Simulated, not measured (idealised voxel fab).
This section sets out a process module, namely voxel wiring stack.
Cross-section cut spans 140 nm and uses square cells 5 nm in size.
Bands, listed from the top down, are how a cross-section gets written in this document; the cross-section itself is a grid of square cells, and a band is one or more rows of them. What a band's entry tells you: where the top is and where the bottom is, as heights in nm, and after that what lies inside, material by material from left to right, each with its width in nm. Empty space is written as the word "blank", and a single material marked with the word "throughout" occupies the band from edge to edge. Height datum 0, below which the as-received substrate wafer is one material. Lowest band open at the bottom, running downward: "0 nm and below". Graded width ("30 to 40"): value in top row of band = first number; value in bottom row = second number; row-to-row change constant. "no modification" after a step means that no cell of the cross-section changed. Each empty space that has no open way to the top and spans at least 8 cells appears under "Enclosed void inventory" as width x height at distance, the distance counted from the left edge, all in nm. Past the settings on a step's line: simulator remark, on that step. "overlay nm", when on a step's line for a step with a mask, measures how far to the right of its planned place the mask lay; a negative measure means to the left.
SET OUT BELOW ARE THE PLANNED STEPS OF THE PROCESS
step 1: RECEIVE, material Si
step 2: CONFORMAL_DEP, material SiO2, thk nm 15
step 3: DIRECTIONAL_DEP, material TiN, thk nm 5
step 4: DIRECTIONAL_DEP, material Ru, thk nm 25
step 5: MASKED_ETCH, tone cover, mask id METAL_1, width nm 25, pitch nm 40, etch materials Ru, depth nm 25, overlay nm 0
step 6: MASKED_ETCH, tone cover, mask id METAL_1, width nm 25, pitch nm 40, etch materials TiN, depth nm 5, overlay nm 0
step 7: FILL_DEP, material lowk, thk nm 5
step 8: CMP, height nm 45
step 9: CONFORMAL_DEP, material SiCN, thk nm 5
step 10: DIRECTIONAL_DEP, material lowk, thk nm 20
step 11: MASKED_ETCH, tone open, mask id PLUG_1, width nm 15, pitch nm 80, etch materials lowk, depth nm 20, overlay nm 0
step 12: MASKED_ETCH, tone open, mask id PLUG_1, width nm 15, pitch nm 80, etch materials SiCN, depth nm 5, overlay nm 0
step 13: EPI, material Ru, thk nm 10
step 14: EPI, material Ru, thk nm 10
step 15: EPI, material Ru, thk nm 5
step 16: CONFORMAL_DEP, material SiCN, thk nm 5
step 17: DIRECTIONAL_DEP, material SiO2, thk nm 25
step 18: MASKED_ETCH, tone open, mask id METAL_2, width nm 25, pitch nm 40, etch materials SiO2, depth nm 25, overlay nm 0
step 19: MASKED_ETCH, tone open, mask id METAL_2, width nm 25, pitch nm 40, etch materials SiCN, depth nm 5, overlay nm 0
step 20: CONFORMAL_DEP, material TiN, thk nm 5
step 21: FILL_DEP, material Cu, thk nm 5
step 22: CMP, height nm 100
step 23: EPI, material Ru, thk nm 5
step 24: FILL_DEP, material SiCN, thk nm 5
AS-RECEIVED WAFER CROSS-SECTION (AFTER STEP 1)
* 0 nm and below = Si throughout
* Enclosed void inventory: none
FINAL CROSS-SECTION, MODULE RUN WITH ONE MISTAKE (START AND PLAN AS ABOVE)
* 110 nm to 105 nm = SiCN throughout
* 105 nm to 100 nm = 10 of SiCN; 35 of Ru; 5 of SiCN; 35 of Ru; 5 of SiCN; 35 of Ru; 15 of SiCN
* 100 nm to 75 nm = 15 of SiO2; 5 of TiN; 15 of Cu; 5 of TiN; 15 of SiO2; 5 of TiN; 15 of Cu; 5 of TiN; 15 of SiO2; 5 of TiN; 15 of Cu; 5 of TiN; 20 of SiO2
* 75 nm to 70 nm = 15 of SiCN; 25 of TiN; 15 of SiCN; 25 of TiN; 15 of SiCN; 25 of TiN; 20 of SiCN
* 70 nm to 50 nm = 15 of lowk; 5 of SiCN; 5 of TiN; 5 of SiCN; 65 of lowk; 5 of SiCN; 5 of TiN; 5 of SiCN; 30 of lowk
* 50 nm to 45 nm = lowk throughout
* 45 nm to 20 nm = 15 of lowk; 25 of Ru; 15 of lowk; 25 of Ru; 15 of lowk; 25 of Ru; 20 of lowk
* 20 nm to 15 nm = 15 of lowk; 25 of TiN; 15 of lowk; 25 of TiN; 15 of lowk; 25 of TiN; 20 of lowk
* 15 nm to 0 nm = SiO2 throughout
* 0 nm and below = Si throughout
* Enclosed void inventory: none
Diagnosis: for step 9, the planned setting was not used; the step was instead run as CONFORMAL_DEP, material lowk, thk nm 5
